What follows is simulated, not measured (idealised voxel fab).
The process module presented herein is designated voxel capacitor over wiring.
For reference, the cross-section in this document is cut, with width 205 nm and square cells of 5 nm.
Square cells in a grid make up a cross-section in this document, and the grid is given as bands, listed from the top down, each one or more rows of cells.
What a band's entry tells you: where the top is and where the bottom is, as heights in nm, and after that what lies inside, material by material from left to right, each with its width in nm. Empty space is written as the word "air", and a single material marked with the word "everywhere" occupies the band from edge to edge.
Height reference: 0 = level under which incoming wafer is all one material. Lowest band: no bottom, runs on downward, e.g. "z 0 and below".
It should be noted that a width expressed as "30..40" varies in equal increments from row to row of cells within the band, taking the value of the first number at the top row and that of the second number at the bottom row.
"no modifications" -> step changed no cross-section cell.
What "Sealed internal voids" gives you is every empty space of 8 cells or more that is cut off from the top. Each appears as width x height at distance, with the distance taken from the left edge and width, height and distance all in nm.
Post-settings text on a step line: simulator's own remark regarding the step.
Regarding "overlay nm": on a step with a mask, it is the distance the mask lay to the right of its planned place; a negative value places it to the left.
This section lists the process steps that were planned:
1. RECEIVE [material Si]
2. CONFORMAL_DEP [material SiO2] [thk nm 10]
3. CONFORMAL_DEP [material SiN] [thk nm 5]
4. DIRECTIONAL_DEP [material lowk] [thk nm 20]
5. DIRECTIONAL_DEP [material aC] [thk nm 10]
6. PATTERN [tone open] [mask id METAL_1] [material resist] [width nm 20] [pitch nm 70] [thk nm 25] [overlay nm 0]
7. DIRECTIONAL_ETCH [etch materials aC] [depth nm 10]
8. STRIP [etch materials resist]
9. DIRECTIONAL_ETCH [etch materials lowk] [depth nm 20]
10. DIRECTIONAL_ETCH [etch materials SiN] [depth nm 5]
11. STRIP [etch materials aC]
12. CONFORMAL_DEP [material TiN] [thk nm 5]
13. FILL_DEP [material Cu] [thk nm 10]
14. CMP [height nm 35]
15. CONFORMAL_DEP [material SiCN] [thk nm 5]
16. DIRECTIONAL_DEP [material SiO2] [thk nm 15]
17. DIRECTIONAL_DEP [material aC] [thk nm 15]
18. PATTERN [tone open] [mask id PLUG_1] [material resist] [width nm 15] [thk nm 30] [overlay nm 0]
19. DIRECTIONAL_ETCH [etch materials aC] [depth nm 15]
20. STRIP [etch materials resist]
21. DIRECTIONAL_ETCH [etch materials SiO2] [depth nm 15]
22. DIRECTIONAL_ETCH [etch materials SiCN] [depth nm 5]
23. STRIP [etch materials aC]
24. EPI [material Ru] [thk nm 10]
25. EPI [material Ru] [thk nm 10]
26. DIRECTIONAL_DEP [material TiN] [thk nm 10]
27. DIRECTIONAL_DEP [material SiN] [thk nm 5]
28. DIRECTIONAL_DEP [material TiN] [thk nm 10]
29. DIRECTIONAL_DEP [material aC] [thk nm 15]
30. PATTERN [tone cover] [mask id UPPER_PLATE] [material resist] [width nm 55] [thk nm 35] [overlay nm 0]
31. DIRECTIONAL_ETCH [etch materials aC] [depth nm 15]
32. STRIP [etch materials resist]
33. DIRECTIONAL_ETCH [etch materials TiN] [depth nm 10]
34. DIRECTIONAL_ETCH [etch materials SiN] [depth nm 5]
35. STRIP [etch materials aC]
36. MASKED_ETCH [tone cover] [mask id LOWER_PLATE] [width nm 65] [etch materials TiN] [depth nm 10] [overlay nm 0]
37. FILL_DEP [material SiO2] [thk nm 20]
38. CMP [height nm 95]
39. MASKED_ETCH [tone open] [mask id PLUG_2] [width nm 15] [etch materials SiO2] [depth nm 15] [overlay nm 0]
40. CONFORMAL_DEP [material TiN] [thk nm 5]
41. FILL_DEP [material Cu] [thk nm 5]
42. CMP [height nm 95]
43. CONFORMAL_DEP [material SiCN] [thk nm 5]
First wafer out of two, processed as planned:
Delivered wafer in cross-section: state after step 1:
> z 0 and below  Si everywhere
> Sealed internal voids: none
Cross-section: wafer state after step 2:
> z 10 to 0  SiO2 everywhere
> Rest of section, below 0: as before.
Cross-section: wafer state after step 3:
> z 15 to 10  SiN everywhere
> Rest of section, below 10: as before.
Cross-section: wafer state after step 4:
> z 35 to 15  lowk everywhere
> Rest of section, below 15: as before.
Cross-section: wafer state after step 5:
> z 45 to 35  aC everywhere
> Rest of section, below 35: as before.
Cross-section: wafer state after step 6:
> z 70 to 45  55 of resist  20 of air  50 of resist  20 of air  60 of resist
> Rest of section, below 45: as before.
Cross-section: wafer state after step 7:
> z 60 to 45  55 of resist  20 of air  50 of resist  20 of air  60 of resist
> z 45 to 35  55 of aC  20 of air  50 of aC  20 of air  60 of aC
> Rest of section, below 35: as before.
Cross-section: wafer state after step 8:
> z 45 to 35  55 of aC  20 of air  50 of aC  20 of air  60 of aC
> Rest of section, below 35: as before.
Cross-section: wafer state after step 9:
> z 45 to 35  55 of aC  20 of air  50 of aC  20 of air  60 of aC
> z 35 to 15  55 of lowk  20 of air  50 of lowk  20 of air  60 of lowk
> Rest of section, below 15: as before.
Cross-section: wafer state after step 10:
> z 45 to 35  55 of aC  20 of air  50 of aC  20 of air  60 of aC
> z 35 to 15  55 of lowk  20 of air  50 of lowk  20 of air  60 of lowk
> z 15 to 10  55 of SiN  20 of air  50 of SiN  20 of air  60 of SiN
> Rest of section, below 10: as before.
Cross-section: wafer state after step 11:
> z 35 to 15  55 of lowk  20 of air  50 of lowk  20 of air  60 of lowk
> Rest of section, below 15: as before.
Cross-section: wafer state after step 12:
> z 40 to 35  60 of TiN  10 of air  60 of TiN  10 of air  65 of TiN
> z 35 to 15  55 of lowk  5 of TiN  10 of air  5 of TiN  50 of lowk  5 of TiN  10 of air  5 of TiN  60 of lowk
> z 15 to 10  55 of SiN  20 of TiN  50 of SiN  20 of TiN  60 of SiN
> Rest of section, below 10: as before.
Cross-section: wafer state after step 13:
> z 50 to 40  Cu everywhere
> z 40 to 35  60 of TiN  10 of Cu  60 of TiN  10 of Cu  65 of TiN
> z 35 to 15  55 of lowk  5 of TiN  10 of Cu  5 of TiN  50 of lowk  5 of TiN  10 of Cu  5 of TiN  60 of lowk
> Rest of section, below 15: as before.
Cross-section: wafer state after step 14:
> z 35 to 15  55 of lowk  5 of TiN  10 of Cu  5 of TiN  50 of lowk  5 of TiN  10 of Cu  5 of TiN  60 of lowk
> Rest of section, below 15: as before.
Cross-section: wafer state after step 15:
> z 40 to 35  SiCN everywhere
> Rest of section, below 35: as before.
Cross-section: wafer state after step 16:
> z 55 to 40  SiO2 everywhere
> Rest of section, below 40: as before.
Cross-section: wafer state after step 17:
> z 70 to 55  aC everywhere
> Rest of section, below 55: as before.
Cross-section: wafer state after step 18:
> z 100 to 70  60 of resist  15 of air  130 of resist
> Rest of section, below 70: as before.
Cross-section: wafer state after step 19:
> z 85 to 70  60 of resist  15 of air  130 of resist
> z 70 to 55  60 of aC  15 of air  130 of aC
> Rest of section, below 55: as before.
Cross-section: wafer state after step 20:
> z 70 to 55  60 of aC  15 of air  130 of aC
> Rest of section, below 55: as before.
Cross-section: wafer state after step 21:
> z 70 to 55  60 of aC  15 of air  130 of aC
> z 55 to 40  60 of SiO2  15 of air  130 of SiO2
> Rest of section, below 40: as before.
Cross-section: wafer state after step 22:
> z 70 to 55  60 of aC  15 of air  130 of aC
> z 55 to 40  60 of SiO2  15 of air  130 of SiO2
> z 40 to 35  60 of SiCN  15 of air  130 of SiCN
> Rest of section, below 35: as before.
Cross-section: wafer state after step 23:
> z 55 to 40  60 of SiO2  15 of air  130 of SiO2
> Rest of section, below 40: as before.
Cross-section: wafer state after step 24:
> z 55 to 45  60 of SiO2  15 of air  130 of SiO2
> z 45 to 40  60 of SiO2  15 of Ru  130 of SiO2
> z 40 to 35  60 of SiCN  15 of Ru  130 of SiCN
> Rest of section, below 35: as before.
Cross-section: wafer state after step 25:
> z 55 to 40  60 of SiO2  15 of Ru  130 of SiO2
> Rest of section, below 40: as before.
Cross-section: wafer state after step 26:
> z 65 to 55  TiN everywhere
> Rest of section, below 55: as before.
Cross-section: wafer state after step 27:
> z 70 to 65  SiN everywhere
> Rest of section, below 65: as before.
Cross-section: wafer state after step 28:
> z 80 to 70  TiN everywhere
> Rest of section, below 70: as before.
Cross-section: wafer state after step 29:
> z 95 to 80  aC everywhere
> Rest of section, below 80: as before.
Cross-section: wafer state after step 30:
> z 130 to 95  60 of air  55 of resist  90 of air
> Rest of section, below 95: as before.
Cross-section: wafer state after step 31:
> z 115 to 95  60 of air  55 of resist  90 of air
> z 95 to 80  60 of air  55 of aC  90 of air
> Rest of section, below 80: as before.
Cross-section: wafer state after step 32:
> z 95 to 80  60 of air  55 of aC  90 of air
> Rest of section, below 80: as before.
Cross-section: wafer state after step 33:
> z 95 to 80  60 of air  55 of aC  90 of air
> z 80 to 70  60 of air  55 of TiN  90 of air
> Rest of section, below 70: as before.
Cross-section: wafer state after step 34:
> z 95 to 80  60 of air  55 of aC  90 of air
> z 80 to 70  60 of air  55 of TiN  90 of air
> z 70 to 65  60 of air  55 of SiN  90 of air
> Rest of section, below 65: as before.
Cross-section: wafer state after step 35:
> z 80 to 70  60 of air  55 of TiN  90 of air
> Rest of section, below 70: as before.
Cross-section: wafer state after step 36:
> z 80 to 70  60 of air  55 of TiN  90 of air
> z 70 to 65  60 of air  55 of SiN  90 of air
> z 65 to 55  55 of air  65 of TiN  85 of air
> Rest of section, below 55: as before.
Cross-section: wafer state after step 37:
> z 100 to 80  SiO2 everywhere
> z 80 to 70  60 of SiO2  55 of TiN  90 of SiO2
> z 70 to 65  60 of SiO2  55 of SiN  90 of SiO2
> z 65 to 55  55 of SiO2  65 of TiN  85 of SiO2
> Rest of section, below 55: as before.
Cross-section: wafer state after step 38:
> z 95 to 80  SiO2 everywhere
> Rest of section, below 80: as before.
Cross-section: wafer state after step 39:
> z 95 to 80  70 of SiO2  15 of air  120 of SiO2
> Rest of section, below 80: as before.
Cross-section: wafer state after step 40:
> z 100 to 95  75 of TiN  5 of air  125 of TiN
> z 95 to 85  70 of SiO2  5 of TiN  5 of air  5 of TiN  120 of SiO2
> z 85 to 80  70 of SiO2  15 of TiN  120 of SiO2
> Rest of section, below 80: as before.
Cross-section: wafer state after step 41:
> z 105 to 100  Cu everywhere
> z 100 to 95  75 of TiN  5 of Cu  125 of TiN
> z 95 to 85  70 of SiO2  5 of TiN  5 of Cu  5 of TiN  120 of SiO2
> Rest of section, below 85: as before.
Cross-section: wafer state after step 42:
> z 95 to 85  70 of SiO2  5 of TiN  5 of Cu  5 of TiN  120 of SiO2
> Rest of section, below 85: as before.
Cross-section: wafer state after step 43:
> z 100 to 95  SiCN everywhere
> Rest of section, below 95: as before.
Okay, second wafer. Nothing different at the start, nothing different in the plan, just one mistake somewhere in the running. As far as step 17, counting that step, it's the first wafer all over again:
Second wafer, cross-section, planned end of step 18:
> z 100 to 70  50 of resist  15 of air  140 of resist
> Rest of section, below 70: as before.
Second wafer, cross-section, planned end of step 19:
> z 85 to 70  50 of resist  15 of air  140 of resist
> z 70 to 55  50 of aC  15 of air  140 of aC
> Rest of section, below 55: as before.
Second wafer, cross-section, planned end of step 20:
> z 70 to 55  50 of aC  15 of air  140 of aC
> Rest of section, below 55: as before.
Second wafer, cross-section, planned end of step 21:
> z 70 to 55  50 of aC  15 of air  140 of aC
> z 55 to 40  50 of SiO2  15 of air  140 of SiO2
> Rest of section, below 40: as before.
Second wafer, cross-section, planned end of step 22:
> z 70 to 55  50 of aC  15 of air  140 of aC
> z 55 to 40  50 of SiO2  15 of air  140 of SiO2
> z 40 to 35  50 of SiCN  15 of air  140 of SiCN
> Rest of section, below 35: as before.
Second wafer, cross-section, planned end of step 23:
> z 55 to 40  50 of SiO2  15 of air  140 of SiO2
> Rest of section, below 40: as before.
Second wafer, cross-section, planned end of step 24:
> z 55 to 45  50 of SiO2  15 of air  140 of SiO2
> z 45 to 40  50 of SiO2  15 of Ru  140 of SiO2
> z 40 to 35  50 of SiCN  15 of Ru  140 of SiCN
> Rest of section, below 35: as before.
Second wafer, cross-section, planned end of step 25:
> z 55 to 40  50 of SiO2  15 of Ru  140 of SiO2
> Rest of section, below 40: as before.
Second wafer, cross-section, planned end of step 26:
> z 65 to 55  TiN everywhere
> Rest of section, below 55: as before.
Second wafer, cross-section, planned end of step 27:
> z 70 to 65  SiN everywhere
> Rest of section, below 65: as before.
Second wafer, cross-section, planned end of step 28:
> z 80 to 70  TiN everywhere
> Rest of section, below 70: as before.
Second wafer, cross-section, planned end of step 29:
> z 95 to 80  aC everywhere
> Rest of section, below 80: as before.
Second wafer, cross-section, planned end of step 30:
> z 130 to 95  60 of air  55 of resist  90 of air
> Rest of section, below 95: as before.
Second wafer, cross-section, planned end of step 31:
> z 115 to 95  60 of air  55 of resist  90 of air
> z 95 to 80  60 of air  55 of aC  90 of air
> Rest of section, below 80: as before.
Second wafer, cross-section, planned end of step 32:
> z 95 to 80  60 of air  55 of aC  90 of air
> Rest of section, below 80: as before.
Second wafer, cross-section, planned end of step 33:
> z 95 to 80  60 of air  55 of aC  90 of air
> z 80 to 70  60 of air  55 of TiN  90 of air
> Rest of section, below 70: as before.
Second wafer, cross-section, planned end of step 34:
> z 95 to 80  60 of air  55 of aC  90 of air
> z 80 to 70  60 of air  55 of TiN  90 of air
> z 70 to 65  60 of air  55 of SiN  90 of air
> Rest of section, below 65: as before.
Second wafer, cross-section, planned end of step 35:
> z 80 to 70  60 of air  55 of TiN  90 of air
> Rest of section, below 70: as before.
Second wafer, cross-section, planned end of step 36:
> z 80 to 70  60 of air  55 of TiN  90 of air
> z 70 to 65  60 of air  55 of SiN  90 of air
> z 65 to 55  55 of air  65 of TiN  85 of air
> Rest of section, below 55: as before.
Second wafer, cross-section, planned end of step 37:
> z 100 to 80  SiO2 everywhere
> z 80 to 70  60 of SiO2  55 of TiN  90 of SiO2
> z 70 to 65  60 of SiO2  55 of SiN  90 of SiO2
> z 65 to 55  55 of SiO2  65 of TiN  85 of SiO2
> Rest of section, below 55: as before.
Second wafer, cross-section, planned end of step 38:
> z 95 to 80  SiO2 everywhere
> Rest of section, below 80: as before.
Second wafer, cross-section, planned end of step 39:
> z 95 to 80  70 of SiO2  15 of air  120 of SiO2
> Rest of section, below 80: as before.
Second wafer, cross-section, planned end of step 40:
> z 100 to 95  75 of TiN  5 of air  125 of TiN
> z 95 to 85  70 of SiO2  5 of TiN  5 of air  5 of TiN  120 of SiO2
> z 85 to 80  70 of SiO2  15 of TiN  120 of SiO2
> Rest of section, below 80: as before.
Second wafer, cross-section, planned end of step 41:
> z 105 to 100  Cu everywhere
> z 100 to 95  75 of TiN  5 of Cu  125 of TiN
> z 95 to 85  70 of SiO2  5 of TiN  5 of Cu  5 of TiN  120 of SiO2
> Rest of section, below 85: as before.
Second wafer, cross-section, planned end of step 42:
> z 95 to 85  70 of SiO2  5 of TiN  5 of Cu  5 of TiN  120 of SiO2
> Rest of section, below 85: as before.
Second wafer, cross-section, planned end of step 43:
> z 100 to 95  SiCN everywhere
> Rest of section, below 95: as before.
what went wrong: off-plan run, step 18, actual operation and settings PATTERN [tone open] [mask id PLUG_1] [material resist] [width nm 15] [thk nm 30] [overlay nm -10]
Cell counts per material: same on both final wafers. Positions: different.
